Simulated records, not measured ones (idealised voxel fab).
The process module that follows is named voxel plated lines.
The cross-section shown here is cut; it is 185 nm wide and divided into square cells measuring 5 nm on a side.
A cross-section is written here as square cells arranged in a grid, and it is given in bands from the top down, each band taking up one or more rows of cells. Top, bottom (nm), then materials left to right with widths (nm); lone material tagged "everywhere" fills the whole band edge to edge; "blank" = empty space. Ref level 0: as-received wafer is one material below here. Bottom band extends down with no lower bound ("0 -> down"). Read "30->40" as a graded width: first number on top, second number at the bottom, same change between each pair of neighbouring rows. "left unchanged" for a step: no cell of the cross-section changed in that step. "Closed void catalog" lists enclosed empty spaces (at least 8 cells, no open path upward to the top), each as width x height at distance from the left edge, in nm. What comes after the settings on a step's line is commentary from the simulator itself on that step. On any step carrying a mask, the "overlay nm" setting, if present on the step's line, tells how far right of its planned place the mask lay; negative values point to the left.

## List of planned process steps
1,RECEIVE,material Si
2,CONFORMAL_DEP,material Al2O3,thk nm 15
3,DIRECTIONAL_DEP,material TiN,thk nm 5
4,PATTERN,tone open,mask id LINES,material resist,width nm 25,pitch nm 55,thk nm 30,overlay nm 0
5,EPI,material Ru,thk nm 5
6,EPI,material Ru,thk nm 10
7,STRIP,etch materials resist
8,DIRECTIONAL_ETCH,etch materials TiN,depth nm 5
9,CONFORMAL_DEP,material SiN,thk nm 10

## The cross-section here shows the wafer as received, i.e. in its state after step 1
0 -> down: Si everywhere
Closed void catalog: none

## End-of-module XS, first of two wafers, run as planned
45 -> 35: blank=40; SiN=45; blank=10; SiN=45; blank=45
35 -> 25: blank=40; SiN=10; Ru=25; SiN=10; blank=10; SiN=10; Ru=25; SiN=10; blank=45
25 -> 20: SiN=50; Ru=25; SiN=30; Ru=25; SiN=55
20 -> 15: SiN=50; TiN=25; SiN=30; TiN=25; SiN=55
15 -> 0: Al2O3 everywhere
0 -> down: Si everywhere
Closed void catalog: none

## Second wafer cross-section at end of module - shared start and plan with the first, one mistake in the run
45 -> 35: SiN=60; blank=5; SiN=50; blank=5; SiN=65
35 -> 25: Ru=50; SiN=10; blank=5; SiN=10; Ru=30; SiN=10; blank=5; SiN=10; Ru=55
25 -> 20: Ru=50; SiN=25; Ru=30; SiN=25; Ru=55
20 -> 15: TiN=50; SiN=25; TiN=30; SiN=25; TiN=55
15 -> 0: Al2O3 everywhere
0 -> down: Si everywhere
Closed void catalog: none
So what did we get wrong on this run? so step 4 ended up running with a different setting than we planned, it ran as PATTERN,tone cover,mask id LINES,material resist,width nm 25,pitch nm 55,thk nm 30,overlay nm 0
Cell-count delta at end, second wafer over first, by material: +51 Ru, +17 TiN
